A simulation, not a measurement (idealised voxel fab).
A process module follows: voxel self aligned contacts.
It is cross-section cut that appears here, measuring 210 nm in width, its square cells being 5 nm in size.
Just so we're on the same page, the cross-sections are grids of square cells, and they're listed out in bands top to bottom, each band one or more rows deep.
The entry gives the band's vertical extent as a top height and a bottom height in nm, then its horizontal make-up as materials from left to right, each with a width in nm. "air" stands for empty space; a single material marked "full width" fills the band edge to edge.
The level at which height equals 0 is the one under which the wafer, as it arrives, is entirely one material. No lower edge exists for the bottom band, which continues downward and is notated as in "0..down".
Top row gets the first number, bottom row gets the second, and each row in between changes by the same step: that is how a band width like "30 to 40" works.
"all unchanged", as given for a step, is the statement that not any cell of the cross-section underwent a change during that step.
"Enclosed cavities" means: voids of 8 cells or more that are shut off from the top with no open way through. Written width x height at distance, distance from the left edge, in nm.
Read whatever lies past the settings on a step's line as the simulator's own remark about the step.
"overlay nm" answers the question of how far to the right of plan the mask lay on a step that has a mask, and when it is negative the answer is to the left.

-- Process steps (planned)
1: RECEIVE | material Si
2: CONFORMAL_DEP | material SiO2 | thk nm 5
3: DIRECTIONAL_DEP | material polySi | thk nm 20
4: DIRECTIONAL_DEP | material SiN | thk nm 25
5: PATTERN | tone cover | mask id GATE | material resist | width nm 15 | pitch nm 65 | thk nm 20 | overlay nm 0
6: DIRECTIONAL_ETCH | etch materials SiN | depth nm 25
7: DIRECTIONAL_ETCH | etch materials polySi | depth nm 20
8: STRIP | etch materials resist
9: CONFORMAL_DEP | material SiN | thk nm 10
10: DIRECTIONAL_ETCH | etch materials SiN | depth nm 10
11: FILL_DEP | material SiO2 | thk nm 15
12: CMP | height nm 60
13: PATTERN | tone open | mask id CONTACT | material resist | width nm 50 | thk nm 20 | overlay nm 0
14: DIRECTIONAL_ETCH | etch materials SiO2 | depth nm 60
15: STRIP | etch materials resist
16: CONFORMAL_DEP | material TiN | thk nm 5
17: FILL_DEP | material W | thk nm 10
18: CMP | height nm 60
19: CONFORMAL_DEP | material SiCN | thk nm 5
varied across the wafers: width nm of step 5. The plan shows the first wafer's value. All wafers start alike

-- Cross-section of the first incoming wafer of several, state after step 1
> 0..down | Si full width
> Enclosed cavities: none

-- End of module: cross-section of the first of several wafers after step 19, the last step
> 65..60 | SiCN full width
> 60..50 | SiO2=80 | TiN=5 to 15 | W=40 to 20 | TiN=5 to 15 | SiO2=80
> 50..25 | SiO2=55 | SiN=35 | TiN=5 | W=20 | TiN=5 | SiN=35 | SiO2=55
> 25..5 | SiO2=55 | SiN=10 | polySi=15 | SiN=10 | TiN=5 | W=20 | TiN=5 | SiN=10 | polySi=15 | SiN=10 | SiO2=55
> 5..0 | SiO2=90 | TiN=30 | SiO2=90
> 0..down | Si full width
> Enclosed cavities: none

-- Cross-section of the final wafer among several, taken at the end of the module
> 65..60 | SiCN full width
> 60..55 | SiO2=80 | TiN=5 | W=40 | TiN=5 | SiO2=80
> 55..50 | SiO2=80 | TiN=50 | SiO2=80
> 50..25 | SiO2=45 | SiN=60 | TiN=5 | SiN=60 | SiO2=40
> 25..5 | SiO2=45 | SiN=10 | polySi=40 | SiN=10 | TiN=5 | SiN=10 | polySi=40 | SiN=10 | SiO2=40
> 5..0 | SiO2=105 | TiN=5 | SiO2=100
> 0..down | Si full width
> Enclosed cavities: none

-- wafer rows; end of module; cells per material since receipt: (+) gained, (-) lost; then closed voids
width nm 15, +42 SiCN, +102 SiN, +298 SiO2, +32 TiN, +48 W, +24 polySi, Enclosed cavities: none
width nm 20, +42 SiCN, +112 SiN, +290 SiO2, +32 TiN, +38 W, +32 polySi, Enclosed cavities: none
width nm 25, +42 SiCN, +122 SiN, +282 SiO2, +32 TiN, +28 W, +40 polySi, Enclosed cavities: none
width nm 30, +42 SiCN, +132 SiN, +274 SiO2, +32 TiN, +18 W, +48 polySi, Enclosed cavities: none
width nm 35, +42 SiCN, +142 SiN, +266 SiO2, +32 TiN, +8 W, +56 polySi, Enclosed cavities: none
width nm 40, +42 SiCN, +152 SiN, +258 SiO2, +22 TiN, +8 W, +64 polySi, Enclosed cavities: none
